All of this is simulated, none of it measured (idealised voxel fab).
process module | voxel ribs on slabs
cross-section cut | 195 nm wide | cells 5 nm
A cross-section is a grid of square cells, given in bands from the top down. A band is one or more rows of cells.
Each band's line starts with the height of the band's top and of its bottom, in nm. Then come its materials from left to right, each with its width in nm. One material with "throughout" fills the band from edge to edge. "air" is empty space.
Height 0 is the level under which the wafer as received is all one material. The lowest band goes on downwards, as in "0 down".
A width such as "30 to 40" changes by the same amount from each row of cells to the next, from the band's top row to its bottom row.
"no change" after a step means that no cell of the cross-section changed.
closed voids: empty space of 8 cells or more with no open way to the top, each as width x height at its distance from the left edge, in nm
after a step's settings: what the simulator itself notes on the step
overlay nm, on a step with a mask: how far to the right of its planned place the mask lay; to the left if negative
plan
1 op RECEIVE | material Si
2 op DIRECTIONAL_DEP | material SiO2 | thk nm 20
3 op DIRECTIONAL_DEP | material polySi | thk nm 15
4 op MASKED_ETCH | tone cover | mask id RIB | width nm 15 | etch materials polySi | depth nm 5 | overlay nm 0
5 op DIRECTIONAL_DEP | material aC | thk nm 15
6 op PATTERN | tone cover | mask id SLAB | material resist | width nm 55 | thk nm 35 | overlay nm 0
7 op DIRECTIONAL_ETCH | etch materials aC | depth nm 15
8 op STRIP | etch materials resist
9 op DIRECTIONAL_ETCH | etch materials polySi | depth nm 10
10 op STRIP | etch materials aC
11 op FILL_DEP | material SiO2 | thk nm 30
12 op CMP | height nm 55
13 op DIRECTIONAL_DEP | material TiN | thk nm 5
14 op DIRECTIONAL_DEP | material aC | thk nm 15
15 op PATTERN | tone cover | mask id HEATER | material resist | width nm 25 | thk nm 30 | overlay nm 0
16 op DIRECTIONAL_ETCH | etch materials aC | depth nm 15
17 op STRIP | etch materials resist
18 op DIRECTIONAL_ETCH | etch materials TiN | depth nm 5
19 op STRIP | etch materials aC
20 op CONFORMAL_DEP | material SiN | thk nm 5
as received, after step 1
  0 down: Si throughout
  closed voids: none
first wafer at the end, as planned
  65 to 60: air 80 | SiN 35 | air 80
  60 to 55: SiN 85 | TiN 25 | SiN 85
  55 to 35: SiO2 throughout
  35 to 30: SiO2 90 | polySi 15 | SiO2 90
  30 to 20: SiO2 70 | polySi 55 | SiO2 70
  20 to 0: SiO2 throughout
  0 down: Si throughout
  closed voids: none
second wafer at the end: like start, like plan, one mistake
  65 to 60: air 80 | SiN 35 | air 80
  60 to 55: SiN 85 | TiN 25 | SiN 85
  55 to 15: SiO2 throughout
  15 to 0: polySi throughout
  0 down: Si throughout
  closed voids: none
what went wrong: steps 2 and 3 were swapped
at the end the second wafer has, in cells: 92 fewer of SiO2 | 92 more of polySi
